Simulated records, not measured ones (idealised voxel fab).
Process module in this document: voxel plated lines
Cross-section cut: width 215 nm, square cells of 5 nm.
Cross-sections here: square-cell grids, written as top-down lists of bands, a band being one or more rows of cells.
The entry gives the band's vertical extent as a top height and a bottom height in nm, then its horizontal make-up as materials from left to right, each with a width in nm. "air" stands for empty space; a single material marked "edge to edge" fills the band edge to edge.
Heights are expressed relative to 0, this being the level below which the as-received wafer comprises one material exclusively. The lowest band is unbounded in the downward direction and is denoted as in "0 nm and below".
It should be noted that a width expressed as "30..40" varies in equal increments from row to row of cells within the band, taking the value of the first number at the top row and that of the second number at the bottom row.
When a step is marked "no change", none of the cells in the cross-section changed during that step.
"Sealed-off cavities" means: voids of 8 cells or more that are shut off from the top with no open way through. Written width x height at distance, distance from the left edge, in nm.
Text after the settings on a step's line: the simulator's own remark on that step.
overlay nm, on a step with a mask: how far to the right of its planned place the mask lay; to the left if negative

**Here's what the planned process steps look like**
1. RECEIVE [material Si]
2. CONFORMAL_DEP [material SiO2] [thk nm 15]
3. DIRECTIONAL_DEP [material TiN] [thk nm 5]
4. PATTERN [tone open] [mask id LINES] [material resist] [width nm 20] [pitch nm 40] [thk nm 40] [overlay nm 0]
5. EPI [material Ru] [thk nm 10]
6. EPI [material Ru] [thk nm 5]
7. EPI [material Ru] [thk nm 5]
8. STRIP [etch materials resist]
9. DIRECTIONAL_ETCH [etch materials TiN] [depth nm 5]
10. CONFORMAL_DEP [material SiN] [thk nm 10]

**First out of two wafers; run went to plan**

**Incoming wafer, cross-sectional view, post step 1**
- 0 nm and below: Si edge to edge
- Sealed-off cavities: none

**Cross-section through the wafer, step 2 finished**
- 15 nm to 0 nm: SiO2 edge to edge
- Everything under 0 stays put, no change at all.

**Cross-section through the wafer, step 3 finished**
- 20 nm to 15 nm: TiN edge to edge
- Everything under 15 stays put, no change at all.

**Cross-section through the wafer, step 4 finished**
- 60 nm to 20 nm: resist (55)  air (20)  resist (20)  air (20)  resist (20)  air (20)  resist (60)
- Everything under 20 stays put, no change at all.

**Cross-section through the wafer, step 5 finished**
- 60 nm to 30 nm: resist (55)  air (20)  resist (20)  air (20)  resist (20)  air (20)  resist (60)
- 30 nm to 20 nm: resist (55)  Ru (20)  resist (20)  Ru (20)  resist (20)  Ru (20)  resist (60)
- Everything under 20 stays put, no change at all.

**Cross-section through the wafer, step 6 finished**
- 60 nm to 35 nm: resist (55)  air (20)  resist (20)  air (20)  resist (20)  air (20)  resist (60)
- 35 nm to 20 nm: resist (55)  Ru (20)  resist (20)  Ru (20)  resist (20)  Ru (20)  resist (60)
- Everything under 20 stays put, no change at all.

**Cross-section through the wafer, step 7 finished**
- 60 nm to 40 nm: resist (55)  air (20)  resist (20)  air (20)  resist (20)  air (20)  resist (60)
- 40 nm to 20 nm: resist (55)  Ru (20)  resist (20)  Ru (20)  resist (20)  Ru (20)  resist (60)
- Everything under 20 stays put, no change at all.

**Cross-section through the wafer, step 8 finished**
- 40 nm to 20 nm: air (55)  Ru (20)  air (20)  Ru (20)  air (20)  Ru (20)  air (60)
- Everything under 20 stays put, no change at all.

**Cross-section through the wafer, step 9 finished**
- 40 nm to 20 nm: air (55)  Ru (20)  air (20)  Ru (20)  air (20)  Ru (20)  air (60)
- 20 nm to 15 nm: air (55)  TiN (20)  air (20)  TiN (20)  air (20)  TiN (20)  air (60)
- Everything under 15 stays put, no change at all.

**Cross-section through the wafer, step 10 finished**
- 50 nm to 40 nm: air (45)  SiN (120)  air (50)
- 40 nm to 25 nm: air (45)  SiN (10)  Ru (20)  SiN (20)  Ru (20)  SiN (20)  Ru (20)  SiN (10)  air (50)
- 25 nm to 20 nm: SiN (55)  Ru (20)  SiN (20)  Ru (20)  SiN (20)  Ru (20)  SiN (60)
- 20 nm to 15 nm: SiN (55)  TiN (20)  SiN (20)  TiN (20)  SiN (20)  TiN (20)  SiN (60)
- Everything under 15 stays put, no change at all.

**Wafer two. Identical start, identical plan. One mistake in execution. Identical history through step 1**

**At the planned end of step 2, the second wafer in cross-section**
- 15 nm to 0 nm: SiN edge to edge
- Everything under 0 stays put, no change at all.

**At the planned end of step 3, the second wafer in cross-section**
- 20 nm to 15 nm: TiN edge to edge
- Everything under 15 stays put, no change at all.

**At the planned end of step 4, the second wafer in cross-section**
- 60 nm to 20 nm: resist (55)  air (20)  resist (20)  air (20)  resist (20)  air (20)  resist (60)
- Everything under 20 stays put, no change at all.

**At the planned end of step 5, the second wafer in cross-section**
- 60 nm to 30 nm: resist (55)  air (20)  resist (20)  air (20)  resist (20)  air (20)  resist (60)
- 30 nm to 20 nm: resist (55)  Ru (20)  resist (20)  Ru (20)  resist (20)  Ru (20)  resist (60)
- Everything under 20 stays put, no change at all.

**At the planned end of step 6, the second wafer in cross-section**
- 60 nm to 35 nm: resist (55)  air (20)  resist (20)  air (20)  resist (20)  air (20)  resist (60)
- 35 nm to 20 nm: resist (55)  Ru (20)  resist (20)  Ru (20)  resist (20)  Ru (20)  resist (60)
- Everything under 20 stays put, no change at all.

**At the planned end of step 7, the second wafer in cross-section**
- 60 nm to 40 nm: resist (55)  air (20)  resist (20)  air (20)  resist (20)  air (20)  resist (60)
- 40 nm to 20 nm: resist (55)  Ru (20)  resist (20)  Ru (20)  resist (20)  Ru (20)  resist (60)
- Everything under 20 stays put, no change at all.

**At the planned end of step 8, the second wafer in cross-section**
- 40 nm to 20 nm: air (55)  Ru (20)  air (20)  Ru (20)  air (20)  Ru (20)  air (60)
- Everything under 20 stays put, no change at all.

**At the planned end of step 9, the second wafer in cross-section**
- 40 nm to 20 nm: air (55)  Ru (20)  air (20)  Ru (20)  air (20)  Ru (20)  air (60)
- 20 nm to 15 nm: air (55)  TiN (20)  air (20)  TiN (20)  air (20)  TiN (20)  air (60)
- Everything under 15 stays put, no change at all.

**At the planned end of step 10, the second wafer in cross-section**
- 50 nm to 40 nm: air (45)  SiN (120)  air (50)
- 40 nm to 25 nm: air (45)  SiN (10)  Ru (20)  SiN (20)  Ru (20)  SiN (20)  Ru (20)  SiN (10)  air (50)
- 25 nm to 20 nm: SiN (55)  Ru (20)  SiN (20)  Ru (20)  SiN (20)  Ru (20)  SiN (60)
- 20 nm to 15 nm: SiN (55)  TiN (20)  SiN (20)  TiN (20)  SiN (20)  TiN (20)  SiN (60)
- Everything under 15 stays put, no change at all.
Here's what went sideways: not per plan at step 2, really ran CONFORMAL_DEP [material SiN] [thk nm 15]
Upon completion, the second wafer contains, in terms of cells, a greater or smaller amount of certain materials than the first wafer: +129 SiN, -129 SiO2
